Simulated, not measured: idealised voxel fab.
The process module that follows is named voxel capacitor over wiring.
Cross-sectional view cut (width: 295 nm; square cell size: 5 nm).
Format of a cross-section: grid, square cells. Given as bands. Order: top down. Band: one or more rows of cells. Read a band's entry like this: the first values are the height of its top and the height of its bottom in nm, and what follows is the sequence of materials from left to right, each with its width in nm. Note that "empty" is empty space, and that a single material marked "edge to edge" reaches across the band from edge to edge. Heights from 0 (as-received wafer is one material below). Bottom band endless downward, as "z 0 and below". Width: "30..40" (first number = top row, second number = bottom row, same change from row to row of cells). What does "no alteration" mean for a step? It means no cell of the cross-section changed in that step. In "Trapped voids" the enclosed voids are listed, meaning empty spaces of 8 cells or larger without any opening to the top. The form is width x height at distance, distance from the left edge, units nm. after a step's settings: what the simulator itself notes on the step. "overlay nm", when on a step's line for a step with a mask, measures how far to the right of its planned place the mask lay; a negative measure means to the left.

[Process steps (planned)]
1,RECEIVE, material Si
2,CONFORMAL_DEP, material SiO2, thk nm 10
3,DIRECTIONAL_DEP, material TiN, thk nm 5
4,DIRECTIONAL_DEP, material W, thk nm 25
5,MASKED_ETCH, tone cover, mask id METAL_1, width nm 20, pitch nm 80, etch materials W, depth nm 25, overlay nm 0
6,MASKED_ETCH, tone cover, mask id METAL_1, width nm 20, pitch nm 80, etch materials TiN, depth nm 5, overlay nm 0
7,FILL_DEP, material SiO2, thk nm 5
8,CMP, height nm 40
9,CONFORMAL_DEP, material SiCN, thk nm 5
10,DIRECTIONAL_DEP, material SiO2, thk nm 15
11,DIRECTIONAL_DEP, material aC, thk nm 10
12,PATTERN, tone open, mask id PLUG_1, material resist, width nm 15, thk nm 25, overlay nm 0
13,DIRECTIONAL_ETCH, etch materials aC, depth nm 10
14,STRIP, etch materials resist
15,DIRECTIONAL_ETCH, etch materials SiO2, depth nm 15
16,DIRECTIONAL_ETCH, etch materials SiCN, depth nm 5
17,STRIP, etch materials aC
18,EPI, material Ru, thk nm 10
19,EPI, material Ru, thk nm 10
20,DIRECTIONAL_DEP, material TiN, thk nm 5
21,DIRECTIONAL_DEP, material Al2O3, thk nm 5
22,DIRECTIONAL_DEP, material TiN, thk nm 10
23,MASKED_ETCH, tone cover, mask id UPPER_PLATE, width nm 65, etch materials TiN, depth nm 10, overlay nm 0
24,MASKED_ETCH, tone cover, mask id UPPER_PLATE, width nm 65, etch materials Al2O3, depth nm 5, overlay nm 0
25,PATTERN, tone cover, mask id LOWER_PLATE, material resist, width nm 75, thk nm 15, overlay nm 0
26,DIRECTIONAL_ETCH, etch materials TiN, depth nm 5
27,STRIP, etch materials resist
28,FILL_DEP, material SiO2, thk nm 20
29,CMP, height nm 95
30,DIRECTIONAL_DEP, material aC, thk nm 15
31,PATTERN, tone open, mask id PLUG_2, material resist, width nm 15, thk nm 30, overlay nm 0
32,DIRECTIONAL_ETCH, etch materials aC, depth nm 15
33,STRIP, etch materials resist
34,DIRECTIONAL_ETCH, etch materials SiO2, depth nm 15
35,STRIP, etch materials aC
36,CONFORMAL_DEP, material TiN, thk nm 5
37,FILL_DEP, material Ru, thk nm 5
38,CMP, height nm 95
39,CONFORMAL_DEP, material SiCN, thk nm 5

[Delivered wafer in cross-section: state after step 1]
    z 0 and below  Si edge to edge
    Trapped voids: none

[End-of-module cross-section of the first of two wafers, processed as planned]
    z 100 to 95  SiCN edge to edge
    z 95 to 85  110 of SiO2; 5 of TiN; 5 of Ru; 5 of TiN; 170 of SiO2
    z 85 to 80  110 of SiO2; 15 of TiN; 170 of SiO2
    z 80 to 70  100 of SiO2; 65 of TiN; 130 of SiO2
    z 70 to 65  100 of SiO2; 65 of Al2O3; 130 of SiO2
    z 65 to 60  95 of SiO2; 75 of TiN; 125 of SiO2
    z 60 to 45  100 of SiO2; 15 of Ru; 180 of SiO2
    z 45 to 40  100 of SiCN; 15 of Ru; 180 of SiCN
    z 40 to 15  95 of SiO2; 20 of W; 60 of SiO2; 20 of W; 100 of SiO2
    z 15 to 10  95 of SiO2; 20 of TiN; 60 of SiO2; 20 of TiN; 100 of SiO2
    z 10 to 0  SiO2 edge to edge
    z 0 and below  Si edge to edge
    Trapped voids: none

[Wafer two cross-section, module end. Start and plan unchanged from wafer one; one mistake made during the run]
    z 100 to 95  SiCN edge to edge
    z 95 to 85  110 of SiO2; 5 of TiN; 5 of Ru; 5 of TiN; 170 of SiO2
    z 85 to 80  110 of SiO2; 15 of TiN; 170 of SiO2
    z 80 to 70  115 of SiO2; 50 of TiN; 130 of SiO2
    z 70 to 65  115 of SiO2; 50 of Al2O3; 130 of SiO2
    z 65 to 60  95 of SiO2; 5 of TiN; 15 of SiO2; 55 of TiN; 125 of SiO2
    z 60 to 50  100 of SiO2; 15 of TiN; 180 of SiO2
    z 50 to 45  100 of SiO2; 15 of Al2O3; 180 of SiO2
    z 45 to 40  100 of SiCN; 15 of TiN; 180 of SiCN
    z 40 to 35  SiO2 edge to edge
    z 35 to 10  95 of SiO2; 20 of W; 60 of SiO2; 20 of W; 100 of SiO2
    z 10 to 0  SiO2 edge to edge
    z 0 and below  Si edge to edge
    Trapped voids: none
Processing error: plan step 3 skipped
FYI, end of process, the second wafer has more or fewer cells of some materials than the first: Ru -12 | SiO2 +20 | TiN -8
